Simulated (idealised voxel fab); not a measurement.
This is a process module. Its name is voxel spacer lines.
Square cells of 5 nm make up the cross-section cut, whose width is 150 nm.
Notation: cross-section as square-cell grid; stated in bands, top first, going down; one or more cell rows per band.
Band entry format. Leading values: height of top, height of bottom, nm. Remainder: materials in left-to-right order, each with its width in nm. Special words: "all across" on a single material, which then fills the band edge to edge; "empty", empty space.
The level at which height equals 0 is the one under which the wafer, as it arrives, is entirely one material. No lower edge exists for the bottom band, which continues downward and is notated as in "z 0 and below".
When a width is written as two numbers, as in "30->40", the first number is the width in the top row of cells of the band and the second is the width in its bottom row, and the width changes by the same amount from each row to the next.
It should be understood that the words "all unchanged", when stated for a given step, signify that the cross-section underwent no change in any of its cells during that step.
Under "Enclosed void catalog" you'll find the enclosed gaps, the ones with no way out to the top, that are 8 cells or bigger; each reads width x height at distance, with distance counted from the left edge, everything in nm.
Text after the settings on a step's line: the simulator's own remark on that step.
overlay nm: on a step with a mask, how far right of its planned place the mask lay; negative means left.

# So here's the lineup of process steps we planned
1) RECEIVE: material Si
2) CONFORMAL_DEP: material Al2O3, thk nm 5
3) DIRECTIONAL_DEP: material SiN, thk nm 10
4) DIRECTIONAL_DEP: material polySi, thk nm 25
5) PATTERN: tone cover, mask id MANDREL, material resist, width nm 15, pitch nm 60, thk nm 30, overlay nm 0
6) DIRECTIONAL_ETCH: etch materials polySi, depth nm 25
7) STRIP: etch materials resist
8) CONFORMAL_DEP: material SiO2, thk nm 15
9) DIRECTIONAL_ETCH: etch materials SiO2, depth nm 15
10) STRIP: etch materials polySi
11) DIRECTIONAL_ETCH: etch materials SiN, depth nm 10
12) STRIP: etch materials SiO2
13) FILL_DEP: material SiO2, thk nm 10
14) CMP: height nm 20
All wafers enter the flow in the same state. The thk nm at step 2 differs from wafer to wafer, and the plan gives the value for the first wafer.

# Cross-section of the first of several wafers as received (after step 1)
- z 0 and below  Si all across
- Enclosed void catalog: none

# Quick look at the cross-section of the first of several wafers after step 14, which wraps up the module
- z 20 to 15  SiO2 all across
- z 15 to 5  20 nm SiO2 | 15 nm SiN | 15 nm SiO2 | 15 nm SiN | 15 nm SiO2 | 15 nm SiN | 15 nm SiO2 | 15 nm SiN | 25 nm SiO2
- z 5 to 0  Al2O3 all across
- z 0 and below  Si all across
- Enclosed void catalog: none

# X-section, last wafer, module end
- z 20 to 0  Al2O3 all across
- z 0 and below  Si all across
- Enclosed void catalog: none

# The following table contains a row per wafer, in which are reported, at the conclusion of the module, the cells of each material gained (+) or lost (-) since the wafer's receipt, with its closed voids given thereafter
thk nm 5 | +30 Al2O3 | +24 SiN | +66 SiO2 | Enclosed void catalog: none
thk nm 10 | +60 Al2O3 | +24 SiN | +36 SiO2 | Enclosed void catalog: none
thk nm 15 | +90 Al2O3 | +12 SiN | +18 SiO2 | Enclosed void catalog: none
thk nm 20 | +120 Al2O3 | Enclosed void catalog: none
thk nm 25 | +120 Al2O3 | Enclosed void catalog: none
